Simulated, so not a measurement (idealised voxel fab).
Proc. module: voxel spacer lines
Cross-sectional view cut (width: 280 nm; square cell size: 5 nm).
Square cells in a grid make up a cross-section in this document, and the grid is given as bands, listed from the top down, each one or more rows of cells.
What a band's entry tells you: where the top is and where the bottom is, as heights in nm, and after that what lies inside, material by material from left to right, each with its width in nm. Empty space is written as the word "empty", and a single material marked with the word "full width" occupies the band from edge to edge.
Where do heights start? At 0: under that level the wafer as delivered is made of one material only. And the lowest band has no floor; it just carries on downward, as in "0 nm and below".
So if you see something like "30 to 40" for the width, read it as the top row of the band sitting at the first number and the bottom row at the second, with every row in between moving by the same amount as the last.
"everything unchanged" means the step left every cell of the cross-section as it was.
Entry "Enclosed void list". Content: empty spaces with no open connection to the top, size 8 cells or greater. Each: width x height at distance. Distance: from left edge. Unit: nm.
Anything after a step's settings on that line? It's the simulator's own note about the step.
overlay nm, on a step with a mask: how far to the right of its planned place the mask lay; to the left if negative

Set out below are the planned steps of the process:
1) RECEIVE (material Si)
2) CONFORMAL_DEP (material Al2O3; thk nm 10)
3) DIRECTIONAL_DEP (material SiN; thk nm 10)
4) DIRECTIONAL_DEP (material aC; thk nm 20)
5) PATTERN (tone cover; mask id MANDREL; material resist; width nm 25; pitch nm 70; thk nm 30; overlay nm 0)
6) DIRECTIONAL_ETCH (etch materials aC; depth nm 20)
7) STRIP (etch materials resist)
8) CONFORMAL_DEP (material SiO2; thk nm 10)
9) DIRECTIONAL_ETCH (etch materials SiO2; depth nm 10)
10) STRIP (etch materials aC)
11) DIRECTIONAL_ETCH (etch materials SiN; depth nm 10)
12) STRIP (etch materials SiO2)

Incoming wafer, cross-sectional view, post step 1:
> 0 nm and below: Si full width
> Enclosed void list: none

First of two wafers at the end of the module, shown in cross-section; run carried out as planned:
> 20 nm to 10 nm: empty=45 | SiN=10 | empty=25 | SiN=10 | empty=25 | SiN=10 | empty=25 | SiN=10 | empty=25 | SiN=10 | empty=25 | SiN=10 | empty=50
> 10 nm to 0 nm: Al2O3 full width
> 0 nm and below: Si full width
> Enclosed void list: none

Second of two wafers, module complete, sectioned: it shares the first wafer's start and plan but was run with one mistake:
> 20 nm to 10 nm: empty=55 | SiN=10 | empty=5 | SiN=10 | empty=45 | SiN=10 | empty=5 | SiN=10 | empty=45 | SiN=10 | empty=5 | SiN=10 | empty=60
> 10 nm to 0 nm: Al2O3 full width
> 0 nm and below: Si full width
> Enclosed void list: none
Here's what went sideways: step 5, actual vs plan mismatch, actual run PATTERN (tone open; mask id MANDREL; material resist; width nm 25; pitch nm 70; thk nm 30; overlay nm 0)
Final state: per-material cell counts identical on both wafers; locations differ.
